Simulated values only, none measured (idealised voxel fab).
Title: Process Module voxel air gaps
Section shown: cut. Width: 265 nm. Cell size: 5 nm, square.
Notation: cross-section as square-cell grid; stated in bands, top first, going down; one or more cell rows per band. Per band: top height and bottom height in nm, followed by the left-to-right materials and their widths in nm; "full width" marks a single material spanning edge to edge, "air" marks empty space. Measure heights from 0. That's the level where, below it, the as-received wafer is all one material. The lowest band is bottomless and extends downward; write it as in "0 nm and below". It should be noted that a width expressed as "30 to 40" varies in equal increments from row to row of cells within the band, taking the value of the first number at the top row and that of the second number at the bottom row. You'll sometimes find "remained unchanged" written for a step, and that's the way of saying that nowhere in the cross-section did a cell change during that step. "Closed void roster" - sealed voids, min. 8 cells, no opening to top; format: width x height at distance (distance from left edge; nm throughout). If you see something after the settings on a step's line, that's the simulator's own remark about that step. When a step includes a mask, the "overlay nm" setting on its line states how far to the right of its planned place that mask lay, and negative values state how far to the left.
The following list gives the planned process steps
1. op RECEIVE | material Si
2. op CONFORMAL_DEP | material SiO2 | thk nm 10
3. op CONFORMAL_DEP | material SiCN | thk nm 5
4. op DIRECTIONAL_DEP | material lowk | thk nm 40
5. op PATTERN | tone open | mask id LINES | material resist | width nm 20 | pitch nm 45 | thk nm 15 | overlay nm 0
6. op DIRECTIONAL_ETCH | etch materials lowk | depth nm 40
7. op STRIP | etch materials resist
8. op CONFORMAL_DEP | material TiN | thk nm 5
9. op FILL_DEP | material W | thk nm 5
10. op CMP | height nm 55
11. op EPI | material Ru | thk nm 10
12. op SELECTIVE_ETCH | etch materials lowk | depth nm 50
13. op CONFORMAL_DEP | material SiCN | thk nm 5
Wafer at receipt (post step 1), cross-section
* 0 nm and below  Si full width
* Closed void roster: none
Here's the cross-section of the first of our two wafers at the end of the module - it ran as planned
* 70 nm to 65 nm  air (40)  SiCN (185)  air (40)
* 65 nm to 55 nm  air (40)  SiCN (5)  Ru (40)  SiCN (5)  Ru (40)  SiCN (5)  Ru (40)  SiCN (5)  Ru (40)  SiCN (5)  air (40)
* 55 nm to 50 nm  air (40)  SiCN (15)  TiN (5)  W (10)  TiN (5)  SiCN (25)  TiN (5)  W (10)  TiN (5)  SiCN (25)  TiN (5)  W (10)  TiN (5)  SiCN (25)  TiN (5)  W (10)  TiN (5)  SiCN (15)  air (40)
* 50 nm to 20 nm  air (50)  SiCN (5)  TiN (5)  W (10)  TiN (5)  SiCN (5)  air (15)  SiCN (5)  TiN (5)  W (10)  TiN (5)  SiCN (5)  air (15)  SiCN (5)  TiN (5)  W (10)  TiN (5)  SiCN (5)  air (15)  SiCN (5)  TiN (5)  W (10)  TiN (5)  SiCN (5)  air (50)
* 20 nm to 15 nm  SiCN (55)  TiN (20)  SiCN (25)  TiN (20)  SiCN (25)  TiN (20)  SiCN (25)  TiN (20)  SiCN (55)
* 15 nm to 10 nm  SiCN full width
* 10 nm to 0 nm  SiO2 full width
* 0 nm and below  Si full width
* Closed void roster: 15 x 30 at 80; 15 x 30 at 125; 15 x 30 at 170
Cross-section at end of module for the second wafer of two, which matched the first in starting point and plan and differed by one mistake in its processing
* 70 nm to 65 nm  SiCN full width
* 65 nm to 55 nm  Ru full width
* 55 nm to 50 nm  TiN (60)  W (10)  TiN (35)  W (10)  TiN (35)  W (10)  TiN (35)  W (10)  TiN (60)
* 50 nm to 15 nm  lowk (55)  TiN (5)  W (10)  TiN (5)  lowk (25)  TiN (5)  W (10)  TiN (5)  lowk (25)  TiN (5)  W (10)  TiN (5)  lowk (25)  TiN (5)  W (10)  TiN (5)  lowk (55)
* 15 nm to 10 nm  lowk (55)  TiN (20)  lowk (25)  TiN (20)  lowk (25)  TiN (20)  lowk (25)  TiN (20)  lowk (55)
* 10 nm to 0 nm  SiO2 full width
* 0 nm and below  Si full width
* Closed void roster: none
Processing error: the plan's step 3 went unexecuted, having been skipped
Materials where the second wafer ends with more or fewer cells than the first: Ru: 42 more; SiCN: 153 fewer; TiN: 45 more; W: 8 more; lowk: 296 more
Final count of closed voids per wafer: 3 in the first, 0 in the second.
